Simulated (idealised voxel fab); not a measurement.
Process module name: voxel released beams
Each square cell in cross-section cut measures 5 nm, and the section as a whole is 250 nm wide.
If you're reading a cross-section in this doc, picture square cells in a grid; it comes to you as bands, top ones listed first down to the bottom, and a band can be one or more rows of cells. It is stipulated that each band's entry specify, in nanometres, the height of the top of the band and then that of its bottom, followed by the materials of the band in left-to-right sequence, each together with its width in nanometres. A single material marked by the word "everywhere" is understood to fill the band from edge to edge; the word "empty" is understood to denote empty space. Heights are reckoned from 0. Under this level, the received wafer is all of one material. The bottommost band is open-ended downward, for example "0 nm and below". Quick explanation for "30 to 40": the width changes in equal steps down the rows of cells, from the first number in the band's top row to the second number in its bottom row. When a step is marked "nothing was modified", none of the cells in the cross-section changed during that step. "Internal closed voids" contains a list of empty spaces, each no smaller than 8 cells and without an open way to the top, written in the form width x height at distance with the distance from the left edge and all three in nm. Step line, after settings: the simulator's comment on this step. The line of a step may include "overlay nm". On a step with a mask, this value is how far to the right of its planned place the mask lay. A negative value means the mask lay to the left.

-- Process steps foreseen in the plan
1,RECEIVE, material Si
2,CONFORMAL_DEP, material SiN, thk nm 5
3,DIRECTIONAL_DEP, material SiO2, thk nm 10
4,PATTERN, tone open, mask id ANCHOR, material resist, width nm 25, thk nm 15, overlay nm 0
5,DIRECTIONAL_ETCH, etch materials SiO2, depth nm 10
6,STRIP, etch materials resist
7,CONFORMAL_DEP, material polySi, thk nm 10
8,PATTERN, tone cover, mask id BEAM, material resist, width nm 100, thk nm 20, overlay nm 0
9,DIRECTIONAL_ETCH, etch materials polySi, depth nm 10
10,STRIP, etch materials resist
11,STRIP, etch materials SiO2
The plan shows the thk nm of step 2 as the first wafer had it; this setting differs between the wafers, which start out alike.

-- first wafer as received, after step 1
> 0 nm and below = Si everywhere
> Internal closed voids: none

-- Module finished, last step 11 done: cross-section of the first of several wafers
> 25 nm to 15 nm = empty=70, then polySi=15, then empty=5, then polySi=80, then empty=80
> 15 nm to 5 nm = empty=75, then polySi=25, then empty=150
> 5 nm to 0 nm = SiN everywhere
> 0 nm and below = Si everywhere
> Internal closed voids: none

-- last wafer at the end
> 45 nm to 35 nm = empty=70, then polySi=15, then empty=5, then polySi=80, then empty=80
> 35 nm to 25 nm = empty=75, then polySi=25, then empty=150
> 25 nm to 0 nm = SiN everywhere
> 0 nm and below = Si everywhere
> Internal closed voids: none

-- For your reference, the table is organized with a row per wafer; each row reflects the wafer at the end of the module, indicating for each material the cells gained (+) or lost (-) since receipt, and thereafter its closed voids
thk nm 5, +50 SiN, +48 polySi, Internal closed voids: none
thk nm 10, +100 SiN, +48 polySi, Internal closed voids: none
thk nm 15, +150 SiN, +48 polySi, Internal closed voids: none
thk nm 20, +200 SiN, +48 polySi, Internal closed voids: none
thk nm 25, +250 SiN, +48 polySi, Internal closed voids: none
